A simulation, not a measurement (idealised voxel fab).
Module name: voxel quadruple lines (process module)
The cross-section on display is named cut; it measures 145 nm wide, and its cells are 5 nm squares.
A cross-section in this document is a grid of square cells, and it is written down as bands, the top band listed before the ones below it; a band is made up of one or more rows of cells.
Band entry format. Leading values: height of top, height of bottom, nm. Remainder: materials in left-to-right order, each with its width in nm. Special words: "edge to edge" on a single material, which then fills the band edge to edge; "air", empty space.
The level at which height equals 0 is the one under which the wafer, as it arrives, is entirely one material. No lower edge exists for the bottom band, which continues downward and is notated as in "z 0 and below".
The notation "30 to 40" denotes a width that varies across the rows of cells in the band, beginning at the first number in the top row, finishing at the second number in the bottom row, and changing by an identical amount from each row to the next.
"identical to before" -> step changed no cross-section cell.
"Fully closed voids" - sealed voids, min. 8 cells, no opening to top; format: width x height at distance (distance from left edge; nm throughout).
Note: text after step settings on the step line = simulator remark on that step.
The optional step-line setting "overlay nm" applies to steps with a mask and quantifies how far to the right of its planned location the mask lay, a negative value indicating leftward placement.

# Process steps (planned)
1 RECEIVE [material Si]
2 CONFORMAL_DEP [material SiO2] [thk nm 10]
3 DIRECTIONAL_DEP [material W] [thk nm 10]
4 DIRECTIONAL_DEP [material polySi] [thk nm 20]
5 DIRECTIONAL_DEP [material aC] [thk nm 20]
6 PATTERN [tone cover] [mask id MANDREL] [material resist] [width nm 20] [thk nm 25] [overlay nm 0]
7 DIRECTIONAL_ETCH [etch materials aC] [depth nm 20]
8 STRIP [etch materials resist]
9 CONFORMAL_DEP [material SiO2] [thk nm 10]
10 DIRECTIONAL_ETCH [etch materials SiO2] [depth nm 10]
11 STRIP [etch materials aC]
12 DIRECTIONAL_ETCH [etch materials polySi] [depth nm 20]
13 STRIP [etch materials SiO2]
14 CONFORMAL_DEP [material SiCN] [thk nm 5]
15 DIRECTIONAL_ETCH [etch materials SiCN] [depth nm 5]
16 STRIP [etch materials polySi]
17 DIRECTIONAL_ETCH [etch materials W] [depth nm 10]
18 STRIP [etch materials SiCN]

# Wafer cross-section on receipt, i.e. after step 1
- z 0 and below | Si edge to edge
- Fully closed voids: none

# Wafer cross-section at module end: first of two, run to plan
- z 20 to 10 | 45 nm air; 5 nm W; 10 nm air; 5 nm W; 10 nm air; 5 nm W; 10 nm air; 5 nm W; 50 nm air
- z 10 to 0 | SiO2 edge to edge
- z 0 and below | Si edge to edge
- Fully closed voids: none

# Here is the second of the two wafers cut open at the end of the module - same start, same plan as the first one, but we made one mistake running it
- z 20 to 10 | 45 nm air; 5 nm W; 10 nm air; 5 nm W; 15 nm air; 5 nm W; 10 nm air; 5 nm W; 45 nm air
- z 10 to 0 | SiO2 edge to edge
- z 0 and below | Si edge to edge
- Fully closed voids: none
Short version of what went wrong: step 6 changed vs plan, executed as PATTERN [tone cover] [mask id MANDREL] [material resist] [width nm 25] [thk nm 25] [overlay nm 0]
At the close, every material occupies the same number of cells on the second wafer as on the first, only in different positions.
